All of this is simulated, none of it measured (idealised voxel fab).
The following process module bears the name voxel self aligned vias.
This is section cut - it's 250 nm across, gridded in 5 nm square cells.
Cross-section = grid of square cells, listed top down in bands; band = one or more rows. Band entry format. Leading values: height of top, height of bottom, nm. Remainder: materials in left-to-right order, each with its width in nm. Special words: "all across" on a single material, which then fills the band edge to edge; "empty", empty space. Heads up on the height convention: 0 is the point under which the incoming wafer is all one material, and the lowest band has no bottom, it just keeps going down, like "0..down". Read "30 to 40" as a graded width: first number on top, second number at the bottom, same change between each pair of neighbouring rows. "nothing different" after a step means that no cell of the cross-section changed. You'll see "Closed voids list" listing empty spaces that have no way open to the top, as long as they're 8 cells or more; the notation is width x height at distance, where the distance is from the left edge, and all of it is in nm. On a step's line, text after the settings is the simulator commenting on that step. The optional step-line setting "overlay nm" applies to steps with a mask and quantifies how far to the right of its planned location the mask lay, a negative value indicating leftward placement.

[Below is the list of planned process steps]
1) RECEIVE,material Si
2) CONFORMAL_DEP,material SiO2,thk nm 15
3) CONFORMAL_DEP,material SiCN,thk nm 5
4) DIRECTIONAL_DEP,material SiO2,thk nm 25
5) MASKED_ETCH,tone open,mask id LINES,width nm 25,pitch nm 65,etch materials SiO2,depth nm 25,overlay nm 0
6) CONFORMAL_DEP,material TiN,thk nm 5
7) FILL_DEP,material W,thk nm 5
8) CMP,height nm 45
9) SELECTIVE_ETCH,etch materials W Ru TiN,depth nm 10
10) FILL_DEP,material SiN,thk nm 10
11) CMP,height nm 45
12) DIRECTIONAL_DEP,material SiO2,thk nm 20
13) MASKED_ETCH,tone open,mask id VIAS,width nm 35,pitch nm 65,etch materials SiO2,depth nm 20,overlay nm 0
14) MASKED_ETCH,tone open,mask id VIAS,width nm 35,pitch nm 65,etch materials SiN,depth nm 10,overlay nm 0
15) CONFORMAL_DEP,material TiN,thk nm 5
16) FILL_DEP,material W,thk nm 10
17) CMP,height nm 65
18) CONFORMAL_DEP,material SiN,thk nm 5

[Step 1 complete: cross-section of the wafer as received]
0..down: Si all across
Closed voids list: none

[End-of-module cross-section. Starting structure and process plan as above; one mistake made in running it]
70..65: SiN all across
65..50: SiO2=75, TiN=5, W=25, TiN=5, SiO2=30, TiN=5, W=25, TiN=5, SiO2=75
50..45: SiO2=75, TiN=35, SiO2=30, TiN=35, SiO2=75
45..25: SiO2=80, TiN=5, SiCN=15, TiN=5, SiO2=40, TiN=5, SiCN=15, TiN=5, SiO2=80
25..20: SiO2=80, TiN=25, SiO2=40, TiN=25, SiO2=80
20..15: SiCN all across
15..0: SiO2 all across
0..down: Si all across
Closed voids list: none
Processing error: contrary to plan, step 7 was performed as FILL_DEP,material SiCN,thk nm 5
